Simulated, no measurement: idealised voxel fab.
process module | voxel self aligned contacts
cross-section cut | 275 nm wide | cells 5 nm
A cross-section is a grid of square cells, given in bands from the top down. A band is one or more rows of cells.
Each band's line starts with the height of the band's top and of its bottom, in nm. Then come its materials from left to right, each with its width in nm. One material with "throughout" fills the band from edge to edge. "air" is empty space.
Height 0 is the level under which the wafer as received is all one material. The lowest band goes on downwards, as in "0 down".
A width such as "30 to 40" changes by the same amount from each row of cells to the next, from the band's top row to its bottom row.
"no change" after a step means that no cell of the cross-section changed.
closed voids: empty space of 8 cells or more with no open way to the top, each as width x height at its distance from the left edge, in nm
after a step's settings: what the simulator itself notes on the step
overlay nm, on a step with a mask: how far to the right of its planned place the mask lay; to the left if negative
plan
1 op RECEIVE | material Si
2 op OXIDIZE | depth nm 5
3 op DIRECTIONAL_DEP | material polySi | thk nm 30
4 op DIRECTIONAL_DEP | material SiN | thk nm 20
5 op PATTERN | tone cover | mask id GATE | material resist | width nm 35 | pitch nm 70 | thk nm 20 | overlay nm 0
6 op DIRECTIONAL_ETCH | etch materials SiN | depth nm 20
7 op DIRECTIONAL_ETCH | etch materials polySi | depth nm 30
8 op STRIP | etch materials resist
9 op CONFORMAL_DEP | material SiN | thk nm 5
10 op DIRECTIONAL_ETCH | etch materials SiN | depth nm 5
11 op FILL_DEP | material SiO2 | thk nm 15
12 op CMP | height nm 60
13 op PATTERN | tone open | mask id CONTACT | material resist | width nm 55 | pitch nm 70 | thk nm 20 | overlay nm 0
14 op DIRECTIONAL_ETCH | etch materials SiO2 | depth nm 65
15 op STRIP | etch materials resist
16 op CONFORMAL_DEP | material TiN | thk nm 5
17 op FILL_DEP | material W | thk nm 5
18 op CMP | height nm 60
19 op CONFORMAL_DEP | material SiN | thk nm 5
as received, after step 1
  0 down: Si throughout
  closed voids: none
a wafer at the end: this start, this plan, one mistake
  65 to 60: SiN throughout
  60 to 55: SiO2 45 | SiN 45 | TiN 5 | W 15 | TiN 5 | SiN 45 | TiN 5 | W 15 | TiN 5 | SiN 45 | SiO2 45
  55 to 50: SiO2 45 | SiN 45 | TiN 25 | SiN 45 | TiN 25 | SiN 45 | SiO2 45
  50 to 30: SiN throughout
  30 to 0: polySi throughout
  0 to -5: SiO2 throughout
  -5 down: Si throughout
  closed voids: none
what went wrong: step 4 was run twice
